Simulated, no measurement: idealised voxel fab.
The process module presented herein is designated voxel released beams.
Square cell edge 5 nm, section width 270 nm, ID cut.
Just so we're on the same page, the cross-sections are grids of square cells, and they're listed out in bands top to bottom, each band one or more rows deep. Top, bottom (nm), then materials left to right with widths (nm); lone material tagged "throughout" fills the whole band edge to edge; "empty" = empty space. Convention: height 0 is the level below which the wafer, as received, is all one material. The lowest band does not terminate at the bottom but continues downward, represented as "top 0, no bottom". A width such as "30..40" changes by the same amount from each row of cells to the next, from the band's top row to its bottom row. Where the words "same as before" appear for a step, the cross-section shows no cell changed by that step; every cell remained as before. The entry titled "Sealed voids" provides the empty spaces that have no open way to the top, restricted to those of 8 cells or more. Each is presented as width x height at distance, the distance being measured from the left edge, with all three in nm. Text after the settings on a step's line: the simulator's own remark on that step. A step line may carry the setting "overlay nm", which, for steps involving a mask, states the distance by which the mask lay to the right of its intended position; negative values denote displacement to the left.
STEPS IN THE PROCESS PLAN
step 1: RECEIVE (material Si)
step 2: CONFORMAL_DEP (material Al2O3; thk nm 5)
step 3: DIRECTIONAL_DEP (material SiO2; thk nm 10)
step 4: MASKED_ETCH (tone open; mask id ANCHOR; width nm 25; etch materials SiO2; depth nm 10; overlay nm 0)
step 5: CONFORMAL_DEP (material W; thk nm 10)
step 6: MASKED_ETCH (tone cover; mask id BEAM; width nm 105; etch materials W; depth nm 10; overlay nm 0)
step 7: STRIP (etch materials SiO2)
OF TWO WAFERS, THE FIRST: RUN ACCORDING TO PLAN
CROSS-SECTION OF THE INCOMING WAFER, STATE AFTER STEP 1
    top 0, no bottom | Si throughout
    Sealed voids: none
ONCE STEP 2 IS THROUGH, THE WAFER LOOKS LIKE THIS IN CROSS-SECTION
    top 5, bottom 0 | Al2O3 throughout
    Heights below 0 show no change.
ONCE STEP 3 IS THROUGH, THE WAFER LOOKS LIKE THIS IN CROSS-SECTION
    top 15, bottom 5 | SiO2 throughout
    Heights below 5 show no change.
ONCE STEP 4 IS THROUGH, THE WAFER LOOKS LIKE THIS IN CROSS-SECTION
    top 15, bottom 5 | 85 nm SiO2, 25 nm empty, 160 nm SiO2
    Heights below 5 show no change.
ONCE STEP 5 IS THROUGH, THE WAFER LOOKS LIKE THIS IN CROSS-SECTION
    top 25, bottom 15 | 95 nm W, 5 nm empty, 170 nm W
    top 15, bottom 5 | 85 nm SiO2, 25 nm W, 160 nm SiO2
    Heights below 5 show no change.
ONCE STEP 6 IS THROUGH, THE WAFER LOOKS LIKE THIS IN CROSS-SECTION
    top 25, bottom 15 | 80 nm empty, 15 nm W, 5 nm empty, 85 nm W, 85 nm empty
    Heights below 15 show no change.
ONCE STEP 7 IS THROUGH, THE WAFER LOOKS LIKE THIS IN CROSS-SECTION
    top 25, bottom 15 | 80 nm empty, 15 nm W, 5 nm empty, 85 nm W, 85 nm empty
    top 15, bottom 5 | 85 nm empty, 25 nm W, 160 nm empty
    Heights below 5 show no change.
SECOND WAFER: LIKE START, LIKE PLAN, ONE MISTAKE. THROUGH STEP 2 IT MATCHES THE FIRST WAFER
AT THE PLANNED END OF STEP 3, THE SECOND WAFER IN CROSS-SECTION
    top 15, bottom 5 | W throughout
    Heights below 5 show no change.
At the planned end of step 4, the second wafer in cross-section: same as before
AT THE PLANNED END OF STEP 5, THE SECOND WAFER IN CROSS-SECTION
    top 25, bottom 5 | W throughout
    Heights below 5 show no change.
AT THE PLANNED END OF STEP 6, THE SECOND WAFER IN CROSS-SECTION
    top 25, bottom 15 | 80 nm empty, 105 nm W, 85 nm empty
    Heights below 15 show no change.
At the planned end of step 7, the second wafer in cross-section: same as before
Where did the run depart from the plan? step 3: run off-plan, actual operation and settings DIRECTIONAL_DEP (material W; thk nm 10)
Final difference in cells, second wafer against first, listed per material as more or fewer: W: 100 more
